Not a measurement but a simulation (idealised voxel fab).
process module | voxel capacitor over wiring
cross-section cut | 200 nm wide | cells 5 nm
A cross-section is a grid of square cells, given in bands from the top down. A band is one or more rows of cells.
Each band's line starts with the height of the band's top and of its bottom, in nm. Then come its materials from left to right, each with its width in nm. One material with "throughout" fills the band from edge to edge. "air" is empty space.
Height 0 is the level under which the wafer as received is all one material. The lowest band goes on downwards, as in "0 down".
A width such as "30 to 40" changes by the same amount from each row of cells to the next, from the band's top row to its bottom row.
"no change" after a step means that no cell of the cross-section changed.
closed voids: empty space of 8 cells or more with no open way to the top, each as width x height at its distance from the left edge, in nm
after a step's settings: what the simulator itself notes on the step
overlay nm, on a step with a mask: how far to the right of its planned place the mask lay; to the left if negative
plan
1 op RECEIVE | material Si
2 op CONFORMAL_DEP | material SiO2 | thk nm 10
3 op CONFORMAL_DEP | material SiCN | thk nm 5
4 op DIRECTIONAL_DEP | material SiO2 | thk nm 15
5 op MASKED_ETCH | tone open | mask id METAL_1 | width nm 20 | pitch nm 70 | etch materials SiO2 | depth nm 15 | overlay nm 0
6 op MASKED_ETCH | tone open | mask id METAL_1 | width nm 20 | pitch nm 70 | etch materials SiCN | depth nm 5 | overlay nm 0
7 op CONFORMAL_DEP | material TiN | thk nm 5
8 op FILL_DEP | material W | thk nm 10
9 op CMP | height nm 30
10 op CONFORMAL_DEP | material SiCN | thk nm 5
11 op DIRECTIONAL_DEP | material lowk | thk nm 20
12 op PATTERN | tone open | mask id PLUG_1 | material resist | width nm 15 | thk nm 20 | overlay nm 0
13 op DIRECTIONAL_ETCH | etch materials lowk | depth nm 20
14 op DIRECTIONAL_ETCH | etch materials SiCN | depth nm 5
15 op STRIP | etch materials resist
16 op CONFORMAL_DEP | material TiN | thk nm 5
17 op FILL_DEP | material Cu | thk nm 10
18 op CMP | height nm 55
19 op DIRECTIONAL_DEP | material TiN | thk nm 5
20 op DIRECTIONAL_DEP | material Al2O3 | thk nm 5
21 op DIRECTIONAL_DEP | material TiN | thk nm 10
22 op MASKED_ETCH | tone cover | mask id UPPER_PLATE | width nm 55 | etch materials TiN | depth nm 10 | overlay nm -15
23 op MASKED_ETCH | tone cover | mask id UPPER_PLATE | width nm 55 | etch materials Al2O3 | depth nm 5 | overlay nm 0
24 op MASKED_ETCH | tone cover | mask id LOWER_PLATE | width nm 65 | etch materials TiN | depth nm 5 | overlay nm 0
25 op FILL_DEP | material SiO2 | thk nm 15
26 op CMP | height nm 85
27 op MASKED_ETCH | tone open | mask id PLUG_2 | width nm 15 | etch materials SiO2 | depth nm 10 | overlay nm 0
28 op CONFORMAL_DEP | material TiN | thk nm 5
29 op FILL_DEP | material Cu | thk nm 10
30 op CMP | height nm 85
31 op CONFORMAL_DEP | material SiN | thk nm 5
varied across the wafers: overlay nm of step 22. The plan shows the first wafer's value. All wafers start alike
first wafer as received, after step 1
  0 down: Si throughout
  closed voids: none
first wafer at the end, after step 31
  90 to 85: SiN throughout
  85 to 80: SiO2 70 | TiN 5 | Cu 5 | TiN 5 | SiO2 115
  80 to 70: SiO2 70 to 55 | TiN 15 to 45 | SiO2 115 to 100
  70 to 65: SiO2 45 | TiN 55 | SiO2 100
  65 to 60: SiO2 45 | Al2O3 70 | SiO2 85
  60 to 55: SiO2 45 | TiN 75 | SiO2 80
  55 to 35: lowk 60 | TiN 5 | Cu 5 | TiN 5 | lowk 125
  35 to 30: SiCN 60 | TiN 15 | SiCN 125
  30 to 15: SiO2 55 | TiN 5 | W 10 | TiN 5 | SiO2 50 | TiN 5 | W 10 | TiN 5 | SiO2 55
  15 to 10: SiCN 55 | TiN 20 | SiCN 50 | TiN 20 | SiCN 55
  10 to 0: SiO2 throughout
  0 down: Si throughout
  closed voids: none
last wafer at the end
  90 to 85: SiN throughout
  85 to 80: SiO2 70 | TiN 5 | Cu 5 | TiN 5 | SiO2 115
  80 to 70: SiO2 70 to 75 | TiN 15 to 45 | SiO2 115 to 80
  70 to 65: SiO2 75 | TiN 55 | SiO2 70
  65 to 60: SiO2 60 | Al2O3 70 | SiO2 70
  60 to 55: SiO2 55 | TiN 75 | SiO2 70
  55 to 35: lowk 60 | TiN 5 | Cu 5 | TiN 5 | lowk 125
  35 to 30: SiCN 60 | TiN 15 | SiCN 125
  30 to 15: SiO2 55 | TiN 5 | W 10 | TiN 5 | SiO2 50 | TiN 5 | W 10 | TiN 5 | SiO2 55
  15 to 10: SiCN 55 | TiN 20 | SiCN 50 | TiN 20 | SiCN 55
  10 to 0: SiO2 throughout
  0 down: Si throughout
  closed voids: none
each wafer at the end: cells of each material gained (+) or lost (-) since it was received, then its closed voids
overlay nm -15 | +14 Al2O3 | +5 Cu | +69 SiCN | +40 SiN | +361 SiO2 | +71 TiN | +12 W | +148 lowk | closed voids: none
overlay nm -10 | +13 Al2O3 | +5 Cu | +69 SiCN | +40 SiN | +362 SiO2 | +71 TiN | +12 W | +148 lowk | closed voids: none
overlay nm -5 | +12 Al2O3 | +5 Cu | +69 SiCN | +40 SiN | +363 SiO2 | +71 TiN | +12 W | +148 lowk | closed voids: none
overlay nm 0 | +11 Al2O3 | +5 Cu | +69 SiCN | +40 SiN | +364 SiO2 | +71 TiN | +12 W | +148 lowk | closed voids: none
overlay nm 5 | +12 Al2O3 | +5 Cu | +69 SiCN | +40 SiN | +363 SiO2 | +71 TiN | +12 W | +148 lowk | closed voids: none
overlay nm 10 | +13 Al2O3 | +5 Cu | +69 SiCN | +40 SiN | +362 SiO2 | +71 TiN | +12 W | +148 lowk | closed voids: none
overlay nm 15 | +14 Al2O3 | +5 Cu | +69 SiCN | +40 SiN | +361 SiO2 | +71 TiN | +12 W | +148 lowk | closed voids: none
